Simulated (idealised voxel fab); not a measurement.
The following is a process module called voxel ribs on slabs.
Section cut is 160 nm wide and gridded with 5 nm square cells.
A cross-section is written here as square cells arranged in a grid, and it is given in bands from the top down, each band taking up one or more rows of cells. Band: top and bottom heights (nm) first, top before bottom; then materials from left to right, widths in nm. "throughout" marks a sole material filling the band edge to edge. "air" denotes empty space. The reference from which all heights are counted is 0, the level beneath which the as-received wafer is entirely one material; the lowest band, having no lower bound, proceeds downward and is written after the example "0 nm and below". The expression "30->40" gives the width at the extremes of the band, the first number at its top row of cells and the second at its bottom row, with the width changing by equal amounts from each row to the next in between. Step marked "nothing was modified"? Then no cell in the cross-section changed in it. What "Closed internal cavities" gives you is every empty space of 8 cells or more that is cut off from the top. Each appears as width x height at distance, with the distance taken from the left edge and width, height and distance all in nm. after a step's settings: what the simulator itself notes on the step. Each step line may optionally specify "overlay nm", which for a step with a mask gives the rightward distance between the mask's planned place and where it lay, a negative value indicating the leftward direction.
Set out below are the planned steps of the process
- 1: RECEIVE, material Si
- 2: DIRECTIONAL_DEP, material SiO2, thk nm 25
- 3: DIRECTIONAL_DEP, material polySi, thk nm 20
- 4: MASKED_ETCH, tone cover, mask id RIB, width nm 20, etch materials polySi, depth nm 5, overlay nm 0
- 5: DIRECTIONAL_DEP, material aC, thk nm 10
- 6: PATTERN, tone cover, mask id SLAB, material resist, width nm 50, thk nm 25, overlay nm 0
- 7: DIRECTIONAL_ETCH, etch materials aC, depth nm 10
- 8: STRIP, etch materials resist
- 9: DIRECTIONAL_ETCH, etch materials polySi, depth nm 15
- 10: STRIP, etch materials aC
- 11: FILL_DEP, material SiO2, thk nm 25
- 12: CMP, height nm 60
- 13: DIRECTIONAL_DEP, material TiN, thk nm 5
- 14: DIRECTIONAL_DEP, material aC, thk nm 15
- 15: PATTERN, tone cover, mask id HEATER, material resist, width nm 30, thk nm 30, overlay nm 0
- 16: DIRECTIONAL_ETCH, etch materials aC, depth nm 15
- 17: STRIP, etch materials resist
- 18: DIRECTIONAL_ETCH, etch materials TiN, depth nm 5
- 19: STRIP, etch materials aC
- 20: CONFORMAL_DEP, material SiN, thk nm 10
So this is the incoming wafer in cross-section - it's already been through step 1
  0 nm and below = Si throughout
  Closed internal cavities: none
Starting structure and process plan are as shown above, but one mistake was made in running the module; the wafer cross-section at the end of the module follows
  75 nm to 70 nm = air=60; SiN=40; air=60
  70 nm to 65 nm = SiN throughout
  65 nm to 60 nm = SiN=70; TiN=20; SiN=70
  60 nm to 45 nm = SiO2 throughout
  45 nm to 40 nm = SiO2=70; polySi=20; SiO2=70
  40 nm to 25 nm = SiO2=55; polySi=50; SiO2=55
  25 nm to 0 nm = SiO2 throughout
  0 nm and below = Si throughout
  Closed internal cavities: none
Diagnosis: the process deviated at step 15: the operation and settings actually run there were PATTERN, tone cover, mask id HEATER, material resist, width nm 20, thk nm 30, overlay nm 0
